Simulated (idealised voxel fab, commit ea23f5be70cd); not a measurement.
The following is a process module called voxel wiring stack.
For reference, the cross-section in this document is cut, with width 300 nm and square cells of 5 nm.
Format of a cross-section: grid, square cells. Given as bands. Order: top down. Band: one or more rows of cells.
Heads up on the band format: heights come first, top then bottom, in nm. After that it's the materials left to right, each with its width in nm. A single material flagged "full width" fills the whole band edge to edge, and "blank" means there's empty space there.
We count height from 0. Below that, the starting wafer is all one material. The lowest band never ends at the bottom but goes on down; see "from 0 down" for how that is written.
Graded width ("30 to 40"): value in top row of band = first number; value in bottom row = second number; row-to-row change constant.
It should be understood that the words "left unchanged", when stated for a given step, signify that the cross-section underwent no change in any of its cells during that step.
Closed-off voids of 8+ cells (no open route to the top) go in "Sealed internal voids", written width x height at distance from the left edge, in nm.
If you see something after the settings on a step's line, that's the simulator's own remark about that step.
"overlay nm" on a masked step: distance the mask lay right of its planned place, negative for left.
### plan
- 1: op RECEIVE | material Si
- 2: op CONFORMAL_DEP | material SiO2 | thk nm 10
- 3: op DIRECTIONAL_DEP | material TiN | thk nm 5
- 4: op DIRECTIONAL_DEP | material W | thk nm 25
- 5: op MASKED_ETCH | tone cover | mask id METAL_1 | width nm 25 | pitch nm 45 | etch materials W | depth nm 25 | overlay nm 0
- 6: op MASKED_ETCH | tone cover | mask id METAL_1 | width nm 25 | pitch nm 45 | etch materials TiN | depth nm 5 | overlay nm 0
- 7: op FILL_DEP | material lowk | thk nm 10
- 8: op CMP | height nm 40
- 9: op CONFORMAL_DEP | material SiCN | thk nm 5
- 10: op DIRECTIONAL_DEP | material lowk | thk nm 20
- 11: op MASKED_ETCH | tone open | mask id PLUG_1 | width nm 15 | pitch nm 45 | etch materials lowk | depth nm 20 | overlay nm 0
- 12: op MASKED_ETCH | tone open | mask id PLUG_1 | width nm 15 | pitch nm 45 | etch materials SiCN | depth nm 5 | overlay nm 0
- 13: op CONFORMAL_DEP | material TiN | thk nm 5
- 14: op FILL_DEP | material W | thk nm 5
- 15: op CMP | height nm 65
- 16: op CONFORMAL_DEP | material SiN | thk nm 5
- 17: op DIRECTIONAL_DEP | material SiO2 | thk nm 20
- 18: op DIRECTIONAL_DEP | material aC | thk nm 10
- 19: op PATTERN | tone open | mask id METAL_2 | material resist | width nm 25 | pitch nm 45 | thk nm 25 | overlay nm 0
- 20: op DIRECTIONAL_ETCH | etch materials aC | depth nm 10
- 21: op STRIP | etch materials resist
- 22: op DIRECTIONAL_ETCH | etch materials SiO2 | depth nm 20
- 23: op DIRECTIONAL_ETCH | etch materials SiN | depth nm 5
- 24: op STRIP | etch materials aC
- 25: op CONFORMAL_DEP | material TiN | thk nm 5
- 26: op FILL_DEP | material Cu | thk nm 5
- 27: op CMP | height nm 90
- 28: op CONFORMAL_DEP | material SiN | thk nm 5
### Cross-section of the wafer as it came to us, i.e., already through step 1
from 0 down  Si full width
Sealed internal voids: none
### Wafer cross-section at end of module: start and plan as shown above, one execution error
from 95 to 90  SiN full width
from 90 to 70  SiO2 125 nm, then TiN 5 nm, then Cu 15 nm, then TiN 5 nm, then SiO2 20 nm, then TiN 5 nm, then Cu 15 nm, then TiN 5 nm, then SiO2 105 nm
from 70 to 65  SiN 125 nm, then TiN 25 nm, then SiN 20 nm, then TiN 25 nm, then SiN 105 nm
from 65 to 45  lowk 115 nm, then TiN 5 nm, then W 5 nm, then TiN 5 nm, then lowk 30 nm, then TiN 5 nm, then W 5 nm, then TiN 5 nm, then lowk 125 nm
from 45 to 40  SiCN 115 nm, then TiN 15 nm, then SiCN 30 nm, then TiN 15 nm, then SiCN 125 nm
from 40 to 15  lowk 115 nm, then W 25 nm, then lowk 20 nm, then W 25 nm, then lowk 115 nm
from 15 to 10  lowk 115 nm, then TiN 25 nm, then lowk 20 nm, then TiN 25 nm, then lowk 115 nm
from 10 to 0  SiO2 full width
from 0 down  Si full width
Sealed internal voids: none
Misprocessing identified: step 19: run off-plan, actual operation and settings op PATTERN | tone open | mask id METAL_2 | material resist | width nm 25 | pitch nm 45 | thk nm 25 | overlay nm 10
